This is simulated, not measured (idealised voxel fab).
process module | voxel local oxidation
cross-section cut | 210 nm wide | cells 5 nm
A cross-section is a grid of square cells, given in bands from the top down. A band is one or more rows of cells.
Each band's line starts with the height of the band's top and of its bottom, in nm. Then come its materials from left to right, each with its width in nm. One material with "throughout" fills the band from edge to edge. "air" is empty space.
Height 0 is the level under which the wafer as received is all one material. The lowest band goes on downwards, as in "0 down".
A width such as "30 to 40" changes by the same amount from each row of cells to the next, from the band's top row to its bottom row.
"no change" after a step means that no cell of the cross-section changed.
closed voids: empty space of 8 cells or more with no open way to the top, each as width x height at its distance from the left edge, in nm
after a step's settings: what the simulator itself notes on the step
overlay nm, on a step with a mask: how far to the right of its planned place the mask lay; to the left if negative
plan
1 op RECEIVE | material Si
2 op CONFORMAL_DEP | material SiO2 | thk nm 5
3 op CONFORMAL_DEP | material SiN | thk nm 10
4 op DIRECTIONAL_DEP | material aC | thk nm 10
5 op PATTERN | tone cover | mask id ACTIVE | material resist | width nm 125 | thk nm 25 | overlay nm 0
6 op DIRECTIONAL_ETCH | etch materials aC | depth nm 10
7 op STRIP | etch materials resist
8 op DIRECTIONAL_ETCH | etch materials SiN | depth nm 10
9 op STRIP | etch materials aC
10 op SELECTIVE_ETCH | etch materials SiO2 | depth nm 5
11 op OXIDIZE | depth nm 15
12 op STRIP | etch materials SiN
as received, after step 1
  0 down: Si throughout
  closed voids: none
a wafer at the end: this start, this plan, one mistake
  0 to -15: SiO2 55 | Si 95 | SiO2 60
  -15 down: Si throughout
  closed voids: none
what went wrong: step 2 was left out
